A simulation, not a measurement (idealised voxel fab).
process module | voxel air gaps
cross-section cut | 175 nm wide | cells 5 nm
A cross-section is a grid of square cells, given in bands from the top down. A band is one or more rows of cells.
Each band's line starts with the height of the band's top and of its bottom, in nm. Then come its materials from left to right, each with its width in nm. One material with "throughout" fills the band from edge to edge. "air" is empty space.
Height 0 is the level under which the wafer as received is all one material. The lowest band goes on downwards, as in "0 down".
A width such as "30 to 40" changes by the same amount from each row of cells to the next, from the band's top row to its bottom row.
"no change" after a step means that no cell of the cross-section changed.
closed voids: empty space of 8 cells or more with no open way to the top, each as width x height at its distance from the left edge, in nm
after a step's settings: what the simulator itself notes on the step
overlay nm, on a step with a mask: how far to the right of its planned place the mask lay; to the left if negative
Each pair below shows a cross-section before one step and the cross-section after it, down to the lowest band that changed. The line under each pair gives the step between them, with its settings. The pairs can come from different runs of this module on the same starting wafer, so a pair continues from the pair above only where its "before" says so.
before
  0 down: Si throughout
  closed voids: none
after
  15 to 0: SiO2 throughout
  below 0: unchanged
  closed voids: none
the step between: op CONFORMAL_DEP | material SiO2 | thk nm 15
before: the cross-section after the pair above
after
  20 to 15: SiN throughout
  below 15: unchanged
  closed voids: none
the step between: op CONFORMAL_DEP | material SiN | thk nm 5
before: the cross-section after the pair above
after
  55 to 20: SiO2 throughout
  below 20: unchanged
  closed voids: none
the step between: op DIRECTIONAL_DEP | material SiO2 | thk nm 35
before: the cross-section after the pair above
after
  55 to 20: SiO2 20 | air 15 | SiO2 25 | air 15 | SiO2 25 | air 15 | SiO2 25 | air 15 | SiO2 20
  below 20: unchanged
  closed voids: none
the step between: op MASKED_ETCH | tone open | mask id LINES | width nm 15 | pitch nm 40 | etch materials SiO2 | depth nm 35 | overlay nm 0
before: the cross-section after the pair above
after
  60 to 55: TiN 25 | air 5 | TiN 35 | air 5 | TiN 35 | air 5 | TiN 35 | air 5 | TiN 25
  55 to 25: SiO2 20 | TiN 5 | air 5 | TiN 5 | SiO2 25 | TiN 5 | air 5 | TiN 5 | SiO2 25 | TiN 5 | air 5 | TiN 5 | SiO2 25 | TiN 5 | air 5 | TiN 5 | SiO2 20
  25 to 20: SiO2 20 | TiN 15 | SiO2 25 | TiN 15 | SiO2 25 | TiN 15 | SiO2 25 | TiN 15 | SiO2 20
  below 20: unchanged
  closed voids: none
the step between: op CONFORMAL_DEP | material TiN | thk nm 5
before: the cross-section after the pair above
after
  70 to 60: Cu throughout
  60 to 55: TiN 25 | Cu 5 | TiN 35 | Cu 5 | TiN 35 | Cu 5 | TiN 35 | Cu 5 | TiN 25
  55 to 25: SiO2 20 | TiN 5 | Cu 5 | TiN 5 | SiO2 25 | TiN 5 | Cu 5 | TiN 5 | SiO2 25 | TiN 5 | Cu 5 | TiN 5 | SiO2 25 | TiN 5 | Cu 5 | TiN 5 | SiO2 20
  below 25: unchanged
  closed voids: none
the step between: op FILL_DEP | material Cu | thk nm 10
before: the cross-section after the pair above
after
  55 to 25: SiO2 20 | TiN 5 | Cu 5 | TiN 5 | SiO2 25 | TiN 5 | Cu 5 | TiN 5 | SiO2 25 | TiN 5 | Cu 5 | TiN 5 | SiO2 25 | TiN 5 | Cu 5 | TiN 5 | SiO2 20
  below 25: unchanged
  closed voids: none
the step between: op CMP | height nm 55
before: the cross-section after the pair above
after
  65 to 55: air 10 | Ru 35 | air 5 | Ru 35 | air 5 | Ru 35 | air 5 | Ru 35 | air 10
  below 55: unchanged
  closed voids: none
the step between: op EPI | material Ru | thk nm 10
before: the cross-section after the pair above
after
  65 to 55: air 10 | Ru 35 | air 5 | Ru 35 | air 5 | Ru 35 | air 5 | Ru 35 | air 10
  55 to 25: air 20 | TiN 5 | Cu 5 | TiN 5 | air 25 | TiN 5 | Cu 5 | TiN 5 | air 25 | TiN 5 | Cu 5 | TiN 5 | air 25 | TiN 5 | Cu 5 | TiN 5 | air 20
  25 to 20: air 20 | TiN 15 | air 25 | TiN 15 | air 25 | TiN 15 | air 25 | TiN 15 | air 20
  below 20: unchanged
  closed voids: none
the step between: op SELECTIVE_ETCH | etch materials SiO2 | depth nm 45
before: the cross-section after the pair above
after
  70 to 65: air 5 | SiCN 165 | air 5
  65 to 55: air 5 | SiCN 5 | Ru 35 | SiCN 5 | Ru 35 | SiCN 5 | Ru 35 | SiCN 5 | Ru 35 | SiCN 5 | air 5
  55 to 50: air 5 | SiCN 15 | TiN 5 | Cu 5 | TiN 5 | SiCN 25 | TiN 5 | Cu 5 | TiN 5 | SiCN 25 | TiN 5 | Cu 5 | TiN 5 | SiCN 25 | TiN 5 | Cu 5 | TiN 5 | SiCN 15 | air 5
  50 to 25: air 15 | SiCN 5 | TiN 5 | Cu 5 | TiN 5 | SiCN 5 | air 15 | SiCN 5 | TiN 5 | Cu 5 | TiN 5 | SiCN 5 | air 15 | SiCN 5 | TiN 5 | Cu 5 | TiN 5 | SiCN 5 | air 15 | SiCN 5 | TiN 5 | Cu 5 | TiN 5 | SiCN 5 | air 15
  25 to 20: SiCN 20 | TiN 15 | SiCN 25 | TiN 15 | SiCN 25 | TiN 15 | SiCN 25 | TiN 15 | SiCN 20
  below 20: unchanged
  closed voids: 15 x 25 at 40; 15 x 25 at 80; 15 x 25 at 120
the step between: op CONFORMAL_DEP | material SiCN | thk nm 5
before
  15 to 0: SiO2 throughout
  0 down: Si throughout
  closed voids: none
after
  50 to 0: SiO2 throughout
  below 0: unchanged
  closed voids: none
the step between: op DIRECTIONAL_DEP | material SiO2 | thk nm 35
before: the cross-section after the pair above
after
  50 to 15: SiO2 20 | air 15 | SiO2 25 | air 15 | SiO2 25 | air 15 | SiO2 25 | air 15 | SiO2 20
  below 15: unchanged
  closed voids: none
the step between: op MASKED_ETCH | tone open | mask id LINES | width nm 15 | pitch nm 40 | etch materials SiO2 | depth nm 35 | overlay nm 0
before: the cross-section after the pair above
after
  55 to 50: TiN 25 | air 5 | TiN 35 | air 5 | TiN 35 | air 5 | TiN 35 | air 5 | TiN 25
  50 to 20: SiO2 20 | TiN 5 | air 5 | TiN 5 | SiO2 25 | TiN 5 | air 5 | TiN 5 | SiO2 25 | TiN 5 | air 5 | TiN 5 | SiO2 25 | TiN 5 | air 5 | TiN 5 | SiO2 20
  20 to 15: SiO2 20 | TiN 15 | SiO2 25 | TiN 15 | SiO2 25 | TiN 15 | SiO2 25 | TiN 15 | SiO2 20
  below 15: unchanged
  closed voids: none
the step between: op CONFORMAL_DEP | material TiN | thk nm 5
before: the cross-section after the pair above
after
  65 to 55: Cu throughout
  55 to 50: TiN 25 | Cu 5 | TiN 35 | Cu 5 | TiN 35 | Cu 5 | TiN 35 | Cu 5 | TiN 25
  50 to 20: SiO2 20 | TiN 5 | Cu 5 | TiN 5 | SiO2 25 | TiN 5 | Cu 5 | TiN 5 | SiO2 25 | TiN 5 | Cu 5 | TiN 5 | SiO2 25 | TiN 5 | Cu 5 | TiN 5 | SiO2 20
  below 20: unchanged
  closed voids: none
the step between: op FILL_DEP | material Cu | thk nm 10
before: the cross-section after the pair above
after
  55 to 50: TiN 25 | Cu 5 | TiN 35 | Cu 5 | TiN 35 | Cu 5 | TiN 35 | Cu 5 | TiN 25
  below 50: unchanged
  closed voids: none
the step between: op CMP | height nm 55
before: the cross-section after the pair above
after
  65 to 55: Ru throughout
  below 55: unchanged
  closed voids: none
the step between: op EPI | material Ru | thk nm 10
before: the cross-section after the pair above
after
  70 to 65: SiCN throughout
  below 65: unchanged
  closed voids: none
the step between: op CONFORMAL_DEP | material SiCN | thk nm 5
before
  65 to 55: air 10 | Ru 35 | air 5 | Ru 35 | air 5 | Ru 35 | air 5 | Ru 35 | air 10
  55 to 25: SiO2 20 | TiN 5 | Cu 5 | TiN 5 | SiO2 25 | TiN 5 | Cu 5 | TiN 5 | SiO2 25 | TiN 5 | Cu 5 | TiN 5 | SiO2 25 | TiN 5 | Cu 5 | TiN 5 | SiO2 20
  25 to 20: SiO2 20 | TiN 15 | SiO2 25 | TiN 15 | SiO2 25 | TiN 15 | SiO2 25 | TiN 15 | SiO2 20
  20 to 15: SiN throughout
  15 to 0: SiO2 throughout
  0 down: Si throughout
  closed voids: none
after
  75 to 55: Ru throughout
  below 55: unchanged
  closed voids: none
the step between: op EPI | material Ru | thk nm 10
before: the cross-section after the pair above
after
  80 to 75: SiCN throughout
  below 75: unchanged
  closed voids: none
the step between: op CONFORMAL_DEP | material SiCN | thk nm 5
before
  55 to 25: SiO2 20 | TiN 5 | Cu 5 | TiN 5 | SiO2 25 | TiN 5 | Cu 5 | TiN 5 | SiO2 25 | TiN 5 | Cu 5 | TiN 5 | SiO2 25 | TiN 5 | Cu 5 | TiN 5 | SiO2 20
  25 to 20: SiO2 20 | TiN 15 | SiO2 25 | TiN 15 | SiO2 25 | TiN 15 | SiO2 25 | TiN 15 | SiO2 20
  20 to 15: SiN throughout
  15 to 0: SiO2 throughout
  0 down: Si throughout
  closed voids: none
after
  55 to 25: air 20 | TiN 5 | Cu 5 | TiN 5 | air 25 | TiN 5 | Cu 5 | TiN 5 | air 25 | TiN 5 | Cu 5 | TiN 5 | air 25 | TiN 5 | Cu 5 | TiN 5 | air 20
  25 to 20: air 20 | TiN 15 | air 25 | TiN 15 | air 25 | TiN 15 | air 25 | TiN 15 | air 20
  below 20: unchanged
  closed voids: none
the step between: op SELECTIVE_ETCH | etch materials SiO2 | depth nm 45
before: the cross-section after the pair above
after
  65 to 55: air 10 | Ru 35 | air 5 | Ru 35 | air 5 | Ru 35 | air 5 | Ru 35 | air 10
  55 to 25: air 10 | Ru 10 | TiN 5 | Cu 5 | TiN 5 | Ru 10 | air 5 | Ru 10 | TiN 5 | Cu 5 | TiN 5 | Ru 10 | air 5 | Ru 10 | TiN 5 | Cu 5 | TiN 5 | Ru 10 | air 5 | Ru 10 | TiN 5 | Cu 5 | TiN 5 | Ru 10 | air 10
  25 to 20: air 10 | Ru 10 | TiN 15 | Ru 10 | air 5 | Ru 10 | TiN 15 | Ru 10 | air 5 | Ru 10 | TiN 15 | Ru 10 | air 5 | Ru 10 | TiN 15 | Ru 10 | air 10
  below 20: unchanged
  closed voids: none
the step between: op EPI | material Ru | thk nm 10
before: the cross-section after the pair above
after
  70 to 65: air 5 | SiCN 165 | air 5
  65 to 55: air 5 | SiCN 5 | Ru 35 | SiCN 5 | Ru 35 | SiCN 5 | Ru 35 | SiCN 5 | Ru 35 | SiCN 5 | air 5
  55 to 25: air 5 | SiCN 5 | Ru 10 | TiN 5 | Cu 5 | TiN 5 | Ru 10 | SiCN 5 | Ru 10 | TiN 5 | Cu 5 | TiN 5 | Ru 10 | SiCN 5 | Ru 10 | TiN 5 | Cu 5 | TiN 5 | Ru 10 | SiCN 5 | Ru 10 | TiN 5 | Cu 5 | TiN 5 | Ru 10 | SiCN 5 | air 5
  25 to 20: SiCN 10 | Ru 10 | TiN 15 | Ru 10 | SiCN 5 | Ru 10 | TiN 15 | Ru 10 | SiCN 5 | Ru 10 | TiN 15 | Ru 10 | SiCN 5 | Ru 10 | TiN 15 | Ru 10 | SiCN 10
  below 20: unchanged
  closed voids: none
the step between: op CONFORMAL_DEP | material SiCN | thk nm 5
before
  0 down: Si throughout
  closed voids: none
after
  20 to 0: SiO2 throughout
  below 0: unchanged
  closed voids: none
the step between: op CONFORMAL_DEP | material SiO2 | thk nm 20
before: the cross-section after the pair above
after
  25 to 20: SiN throughout
  below 20: unchanged
  closed voids: none
the step between: op CONFORMAL_DEP | material SiN | thk nm 5
before: the cross-section after the pair above
after
  60 to 25: SiO2 throughout
  below 25: unchanged
  closed voids: none
the step between: op DIRECTIONAL_DEP | material SiO2 | thk nm 35
before: the cross-section after the pair above
after
  60 to 25: SiO2 20 | air 15 | SiO2 25 | air 15 | SiO2 25 | air 15 | SiO2 25 | air 15 | SiO2 20
  below 25: unchanged
  closed voids: none
the step between: op MASKED_ETCH | tone open | mask id LINES | width nm 15 | pitch nm 40 | etch materials SiO2 | depth nm 35 | overlay nm 0
before: the cross-section after the pair above
after
  65 to 60: TiN 25 | air 5 | TiN 35 | air 5 | TiN 35 | air 5 | TiN 35 | air 5 | TiN 25
  60 to 30: SiO2 20 | TiN 5 | air 5 | TiN 5 | SiO2 25 | TiN 5 | air 5 | TiN 5 | SiO2 25 | TiN 5 | air 5 | TiN 5 | SiO2 25 | TiN 5 | air 5 | TiN 5 | SiO2 20
  30 to 25: SiO2 20 | TiN 15 | SiO2 25 | TiN 15 | SiO2 25 | TiN 15 | SiO2 25 | TiN 15 | SiO2 20
  below 25: unchanged
  closed voids: none
the step between: op CONFORMAL_DEP | material TiN | thk nm 5
before: the cross-section after the pair above
after
  75 to 65: Cu throughout
  65 to 60: TiN 25 | Cu 5 | TiN 35 | Cu 5 | TiN 35 | Cu 5 | TiN 35 | Cu 5 | TiN 25
  60 to 30: SiO2 20 | TiN 5 | Cu 5 | TiN 5 | SiO2 25 | TiN 5 | Cu 5 | TiN 5 | SiO2 25 | TiN 5 | Cu 5 | TiN 5 | SiO2 25 | TiN 5 | Cu 5 | TiN 5 | SiO2 20
  below 30: unchanged
  closed voids: none
the step between: op FILL_DEP | material Cu | thk nm 10
before: the cross-section after the pair above
after
  55 to 30: SiO2 20 | TiN 5 | Cu 5 | TiN 5 | SiO2 25 | TiN 5 | Cu 5 | TiN 5 | SiO2 25 | TiN 5 | Cu 5 | TiN 5 | SiO2 25 | TiN 5 | Cu 5 | TiN 5 | SiO2 20
  below 30: unchanged
  closed voids: none
the step between: op CMP | height nm 55
before: the cross-section after the pair above
after
  65 to 55: air 10 | Ru 35 | air 5 | Ru 35 | air 5 | Ru 35 | air 5 | Ru 35 | air 10
  below 55: unchanged
  closed voids: none
the step between: op EPI | material Ru | thk nm 10
before: the cross-section after the pair above
after
  65 to 55: air 10 | Ru 35 | air 5 | Ru 35 | air 5 | Ru 35 | air 5 | Ru 35 | air 10
  55 to 30: air 20 | TiN 5 | Cu 5 | TiN 5 | air 25 | TiN 5 | Cu 5 | TiN 5 | air 25 | TiN 5 | Cu 5 | TiN 5 | air 25 | TiN 5 | Cu 5 | TiN 5 | air 20
  30 to 25: air 20 | TiN 15 | air 25 | TiN 15 | air 25 | TiN 15 | air 25 | TiN 15 | air 20
  below 25: unchanged
  closed voids: none
the step between: op SELECTIVE_ETCH | etch materials SiO2 | depth nm 45
before: the cross-section after the pair above
after
  70 to 65: air 5 | SiCN 165 | air 5
  65 to 55: air 5 | SiCN 5 | Ru 35 | SiCN 5 | Ru 35 | SiCN 5 | Ru 35 | SiCN 5 | Ru 35 | SiCN 5 | air 5
  55 to 50: air 5 | SiCN 15 | TiN 5 | Cu 5 | TiN 5 | SiCN 25 | TiN 5 | Cu 5 | TiN 5 | SiCN 25 | TiN 5 | Cu 5 | TiN 5 | SiCN 25 | TiN 5 | Cu 5 | TiN 5 | SiCN 15 | air 5
  50 to 30: air 15 | SiCN 5 | TiN 5 | Cu 5 | TiN 5 | SiCN 5 | air 15 | SiCN 5 | TiN 5 | Cu 5 | TiN 5 | SiCN 5 | air 15 | SiCN 5 | TiN 5 | Cu 5 | TiN 5 | SiCN 5 | air 15 | SiCN 5 | TiN 5 | Cu 5 | TiN 5 | SiCN 5 | air 15
  30 to 25: SiCN 20 | TiN 15 | SiCN 25 | TiN 15 | SiCN 25 | TiN 15 | SiCN 25 | TiN 15 | SiCN 20
  below 25: unchanged
  closed voids: 15 x 20 at 40; 15 x 20 at 80; 15 x 20 at 120
the step between: op CONFORMAL_DEP | material SiCN | thk nm 5
before
  55 to 20: SiO2 throughout
  20 to 15: SiN throughout
  15 to 0: SiO2 throughout
  0 down: Si throughout
  closed voids: none
after
  55 to 20: SiO2 15 | air 25 | SiO2 15 | air 25 | SiO2 15 | air 25 | SiO2 15 | air 25 | SiO2 15
  below 20: unchanged
  closed voids: none
the step between: op MASKED_ETCH | tone open | mask id LINES | width nm 25 | pitch nm 40 | etch materials SiO2 | depth nm 35 | overlay nm 0
before: the cross-section after the pair above
after
  60 to 55: TiN 20 | air 15 | TiN 25 | air 15 | TiN 25 | air 15 | TiN 25 | air 15 | TiN 20
  55 to 25: SiO2 15 | TiN 5 | air 15 | TiN 5 | SiO2 15 | TiN 5 | air 15 | TiN 5 | SiO2 15 | TiN 5 | air 15 | TiN 5 | SiO2 15 | TiN 5 | air 15 | TiN 5 | SiO2 15
  25 to 20: SiO2 15 | TiN 25 | SiO2 15 | TiN 25 | SiO2 15 | TiN 25 | SiO2 15 | TiN 25 | SiO2 15
  below 20: unchanged
  closed voids: none
the step between: op CONFORMAL_DEP | material TiN | thk nm 5
before: the cross-section after the pair above
after
  70 to 60: Cu throughout
  60 to 55: TiN 20 | Cu 15 | TiN 25 | Cu 15 | TiN 25 | Cu 15 | TiN 25 | Cu 15 | TiN 20
  55 to 25: SiO2 15 | TiN 5 | Cu 15 | TiN 5 | SiO2 15 | TiN 5 | Cu 15 | TiN 5 | SiO2 15 | TiN 5 | Cu 15 | TiN 5 | SiO2 15 | TiN 5 | Cu 15 | TiN 5 | SiO2 15
  below 25: unchanged
  closed voids: none
the step between: op FILL_DEP | material Cu | thk nm 10
before: the cross-section after the pair above
after
  55 to 25: SiO2 15 | TiN 5 | Cu 15 | TiN 5 | SiO2 15 | TiN 5 | Cu 15 | TiN 5 | SiO2 15 | TiN 5 | Cu 15 | TiN 5 | SiO2 15 | TiN 5 | Cu 15 | TiN 5 | SiO2 15
  below 25: unchanged
  closed voids: none
the step between: op CMP | height nm 55
before: the cross-section after the pair above
after
  65 to 55: air 5 | Ru 165 | air 5
  below 55: unchanged
  closed voids: none
the step between: op EPI | material Ru | thk nm 10
before: the cross-section after the pair above
after
  65 to 55: air 5 | Ru 165 | air 5
  55 to 25: air 15 | TiN 5 | Cu 15 | TiN 5 | SiO2 15 | TiN 5 | Cu 15 | TiN 5 | SiO2 15 | TiN 5 | Cu 15 | TiN 5 | SiO2 15 | TiN 5 | Cu 15 | TiN 5 | air 15
  25 to 20: air 15 | TiN 25 | SiO2 15 | TiN 25 | SiO2 15 | TiN 25 | SiO2 15 | TiN 25 | air 15
  below 20: unchanged
  closed voids: none
the step between: op SELECTIVE_ETCH | etch materials SiO2 | depth nm 45
before: the cross-section after the pair above
after
  70 to 65: SiCN throughout
  65 to 55: SiCN 5 | Ru 165 | SiCN 5
  55 to 50: SiCN 15 | TiN 5 | Cu 15 | TiN 5 | SiO2 15 | TiN 5 | Cu 15 | TiN 5 | SiO2 15 | TiN 5 | Cu 15 | TiN 5 | SiO2 15 | TiN 5 | Cu 15 | TiN 5 | SiCN 15
  50 to 25: air 10 | SiCN 5 | TiN 5 | Cu 15 | TiN 5 | SiO2 15 | TiN 5 | Cu 15 | TiN 5 | SiO2 15 | TiN 5 | Cu 15 | TiN 5 | SiO2 15 | TiN 5 | Cu 15 | TiN 5 | SiCN 5 | air 10
  25 to 20: SiCN 15 | TiN 25 | SiO2 15 | TiN 25 | SiO2 15 | TiN 25 | SiO2 15 | TiN 25 | SiCN 15
  below 20: unchanged
  closed voids: 10 x 25 at 0; 10 x 25 at 165
the step between: op CONFORMAL_DEP | material SiCN | thk nm 5
before
  55 to 20: SiO2 throughout
  20 to 15: SiN throughout
  15 to 0: SiO2 throughout
  0 down: Si throughout
  closed voids: none
after
  55 to 20: SiO2 15 | air 15 | SiO2 25 | air 15 | SiO2 25 | air 15 | SiO2 25 | air 15 | SiO2 25
  below 20: unchanged
  closed voids: none
the step between: op MASKED_ETCH | tone open | mask id LINES | width nm 15 | pitch nm 40 | etch materials SiO2 | depth nm 35 | overlay nm -5
before: the cross-section after the pair above
after
  60 to 55: TiN 20 | air 5 | TiN 35 | air 5 | TiN 35 | air 5 | TiN 35 | air 5 | TiN 30
  55 to 25: SiO2 15 | TiN 5 | air 5 | TiN 5 | SiO2 25 | TiN 5 | air 5 | TiN 5 | SiO2 25 | TiN 5 | air 5 | TiN 5 | SiO2 25 | TiN 5 | air 5 | TiN 5 | SiO2 25
  25 to 20: SiO2 15 | TiN 15 | SiO2 25 | TiN 15 | SiO2 25 | TiN 15 | SiO2 25 | TiN 15 | SiO2 25
  below 20: unchanged
  closed voids: none
the step between: op CONFORMAL_DEP | material TiN | thk nm 5
before: the cross-section after the pair above
after
  70 to 60: Cu throughout
  60 to 55: TiN 20 | Cu 5 | TiN 35 | Cu 5 | TiN 35 | Cu 5 | TiN 35 | Cu 5 | TiN 30
  55 to 25: SiO2 15 | TiN 5 | Cu 5 | TiN 5 | SiO2 25 | TiN 5 | Cu 5 | TiN 5 | SiO2 25 | TiN 5 | Cu 5 | TiN 5 | SiO2 25 | TiN 5 | Cu 5 | TiN 5 | SiO2 25
  below 25: unchanged
  closed voids: none
the step between: op FILL_DEP | material Cu | thk nm 10
before: the cross-section after the pair above
after
  55 to 25: SiO2 15 | TiN 5 | Cu 5 | TiN 5 | SiO2 25 | TiN 5 | Cu 5 | TiN 5 | SiO2 25 | TiN 5 | Cu 5 | TiN 5 | SiO2 25 | TiN 5 | Cu 5 | TiN 5 | SiO2 25
  below 25: unchanged
  closed voids: none
the step between: op CMP | height nm 55
before: the cross-section after the pair above
after
  65 to 55: air 5 | Ru 35 | air 5 | Ru 35 | air 5 | Ru 35 | air 5 | Ru 35 | air 15
  below 55: unchanged
  closed voids: none
the step between: op EPI | material Ru | thk nm 10
before: the cross-section after the pair above
after
  65 to 55: air 5 | Ru 35 | air 5 | Ru 35 | air 5 | Ru 35 | air 5 | Ru 35 | air 15
  55 to 25: air 15 | TiN 5 | Cu 5 | TiN 5 | air 25 | TiN 5 | Cu 5 | TiN 5 | air 25 | TiN 5 | Cu 5 | TiN 5 | air 25 | TiN 5 | Cu 5 | TiN 5 | air 25
  25 to 20: air 15 | TiN 15 | air 25 | TiN 15 | air 25 | TiN 15 | air 25 | TiN 15 | air 25
  below 20: unchanged
  closed voids: none
the step between: op SELECTIVE_ETCH | etch materials SiO2 | depth nm 45
before: the cross-section after the pair above
after
  70 to 65: SiCN 165 | air 10
  65 to 55: SiCN 5 | Ru 35 | SiCN 5 | Ru 35 | SiCN 5 | Ru 35 | SiCN 5 | Ru 35 | SiCN 5 | air 10
  55 to 50: SiCN 15 | TiN 5 | Cu 5 | TiN 5 | SiCN 25 | TiN 5 | Cu 5 | TiN 5 | SiCN 25 | TiN 5 | Cu 5 | TiN 5 | SiCN 25 | TiN 5 | Cu 5 | TiN 5 | SiCN 15 | air 10
  50 to 25: air 10 | SiCN 5 | TiN 5 | Cu 5 | TiN 5 | SiCN 5 | air 15 | SiCN 5 | TiN 5 | Cu 5 | TiN 5 | SiCN 5 | air 15 | SiCN 5 | TiN 5 | Cu 5 | TiN 5 | SiCN 5 | air 15 | SiCN 5 | TiN 5 | Cu 5 | TiN 5 | SiCN 5 | air 20
  25 to 20: SiCN 15 | TiN 15 | SiCN 25 | TiN 15 | SiCN 25 | TiN 15 | SiCN 25 | TiN 15 | SiCN 25
  below 20: unchanged
  closed voids: 10 x 25 at 0; 15 x 25 at 35; 15 x 25 at 75; 15 x 25 at 115
the step between: op CONFORMAL_DEP | material SiCN | thk nm 5
before
  65 to 55: air 10 | Ru 35 | air 5 | Ru 35 | air 5 | Ru 35 | air 5 | Ru 35 | air 10
  55 to 25: SiO2 20 | TiN 5 | Cu 5 | TiN 5 | SiO2 25 | TiN 5 | Cu 5 | TiN 5 | SiO2 25 | TiN 5 | Cu 5 | TiN 5 | SiO2 25 | TiN 5 | Cu 5 | TiN 5 | SiO2 20
  25 to 20: SiO2 20 | TiN 15 | SiO2 25 | TiN 15 | SiO2 25 | TiN 15 | SiO2 25 | TiN 15 | SiO2 20
  20 to 15: SiN throughout
  15 to 0: SiO2 throughout
  0 down: Si throughout
  closed voids: none
after
  55 to 25: SiO2 20 | TiN 5 | Cu 5 | TiN 5 | SiO2 25 | TiN 5 | Cu 5 | TiN 5 | SiO2 25 | TiN 5 | Cu 5 | TiN 5 | SiO2 25 | TiN 5 | Cu 5 | TiN 5 | SiO2 20
  below 25: unchanged
  closed voids: none
the step between: op SELECTIVE_ETCH | etch materials Ru | depth nm 45
before: the cross-section after the pair above
after
  60 to 55: SiCN throughout
  below 55: unchanged
  closed voids: none
the step between: op CONFORMAL_DEP | material SiCN | thk nm 5
before
  55 to 20: SiO2 throughout
  20 to 15: SiN throughout
  15 to 0: SiO2 throughout
  0 down: Si throughout
  closed voids: none
after
  55 to 20: air 20 | SiO2 15 | air 25 | SiO2 15 | air 25 | SiO2 15 | air 25 | SiO2 15 | air 20
  below 20: unchanged
  closed voids: none
the step between: op MASKED_ETCH | tone cover | mask id LINES | width nm 15 | pitch nm 40 | etch materials SiO2 | depth nm 35 | overlay nm 0
before: the cross-section after the pair above
after
  60 to 55: air 15 | TiN 25 | air 15 | TiN 25 | air 15 | TiN 25 | air 15 | TiN 25 | air 15
  55 to 25: air 15 | TiN 5 | SiO2 15 | TiN 5 | air 15 | TiN 5 | SiO2 15 | TiN 5 | air 15 | TiN 5 | SiO2 15 | TiN 5 | air 15 | TiN 5 | SiO2 15 | TiN 5 | air 15
  25 to 20: TiN 20 | SiO2 15 | TiN 25 | SiO2 15 | TiN 25 | SiO2 15 | TiN 25 | SiO2 15 | TiN 20
  below 20: unchanged
  closed voids: none
the step between: op CONFORMAL_DEP | material TiN | thk nm 5
before: the cross-section after the pair above
after
  70 to 60: Cu throughout
  60 to 55: Cu 15 | TiN 25 | Cu 15 | TiN 25 | Cu 15 | TiN 25 | Cu 15 | TiN 25 | Cu 15
  55 to 25: Cu 15 | TiN 5 | SiO2 15 | TiN 5 | Cu 15 | TiN 5 | SiO2 15 | TiN 5 | Cu 15 | TiN 5 | SiO2 15 | TiN 5 | Cu 15 | TiN 5 | SiO2 15 | TiN 5 | Cu 15
  below 25: unchanged
  closed voids: none
the step between: op FILL_DEP | material Cu | thk nm 10
before: the cross-section after the pair above
after
  55 to 25: Cu 15 | TiN 5 | SiO2 15 | TiN 5 | Cu 15 | TiN 5 | SiO2 15 | TiN 5 | Cu 15 | TiN 5 | SiO2 15 | TiN 5 | Cu 15 | TiN 5 | SiO2 15 | TiN 5 | Cu 15
  below 25: unchanged
  closed voids: none
the step between: op CMP | height nm 55
before: the cross-section after the pair above
after
  65 to 55: Ru throughout
  below 55: unchanged
  closed voids: none
the step between: op EPI | material Ru | thk nm 10
before: the cross-section after the pair above
after
  70 to 65: SiCN throughout
  below 65: unchanged
  closed voids: none
the step between: op CONFORMAL_DEP | material SiCN | thk nm 5
